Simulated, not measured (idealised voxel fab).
process module | voxel released beams
cross-section cut | 230 nm wide | cells 5 nm
A cross-section is a grid of square cells, given in bands from the top down. A band is one or more rows of cells.
Each band's line starts with the height of the band's top and of its bottom, in nm. Then come its materials from left to right, each with its width in nm. One material with "throughout" fills the band from edge to edge. "air" is empty space.
Height 0 is the level under which the wafer as received is all one material. The lowest band goes on downwards, as in "0 down".
A width such as "30 to 40" changes by the same amount from each row of cells to the next, from the band's top row to its bottom row.
"no change" after a step means that no cell of the cross-section changed.
closed voids: empty space of 8 cells or more with no open way to the top, each as width x height at its distance from the left edge, in nm
after a step's settings: what the simulator itself notes on the step
overlay nm, on a step with a mask: how far to the right of its planned place the mask lay; to the left if negative
plan
1 op RECEIVE | material Si
2 op CONFORMAL_DEP | material SiN | thk nm 5
3 op DIRECTIONAL_DEP | material SiO2 | thk nm 20
4 op DIRECTIONAL_DEP | material aC | thk nm 10
5 op PATTERN | tone open | mask id ANCHOR | material resist | width nm 25 | thk nm 30 | overlay nm 0
6 op DIRECTIONAL_ETCH | etch materials aC | depth nm 10
7 op STRIP | etch materials resist
8 op DIRECTIONAL_ETCH | etch materials SiO2 | depth nm 20
9 op STRIP | etch materials aC
10 op CONFORMAL_DEP | material polySi | thk nm 10
11 op DIRECTIONAL_DEP | material aC | thk nm 15
12 op PATTERN | tone cover | mask id BEAM | material resist | width nm 110 | thk nm 30 | overlay nm 0
13 op DIRECTIONAL_ETCH | etch materials aC | depth nm 15
14 op STRIP | etch materials resist
15 op DIRECTIONAL_ETCH | etch materials polySi | depth nm 10
16 op STRIP | etch materials aC
17 op STRIP | etch materials SiO2
as received, after step 1
  0 down: Si throughout
  closed voids: none
first wafer at the end, as planned
  35 to 25: air 55 | polySi 15 | air 5 | polySi 90 | air 65
  25 to 15: air 60 | polySi 10 | air 5 | polySi 10 | air 145
  15 to 5: air 60 | polySi 25 | air 145
  5 to 0: SiN throughout
  0 down: Si throughout
  closed voids: none
second wafer at the end: like start, like plan, one mistake
  25 to 15: air 55 | polySi 15 | air 5 | polySi 90 | air 65
  15 to 5: air 60 | polySi 25 | air 145
  5 to 0: SiN throughout
  0 down: Si throughout
  closed voids: none
what went wrong: step 3 ran as: op DIRECTIONAL_DEP | material SiO2 | thk nm 10
at the end the second wafer has, in cells: 8 fewer of polySi
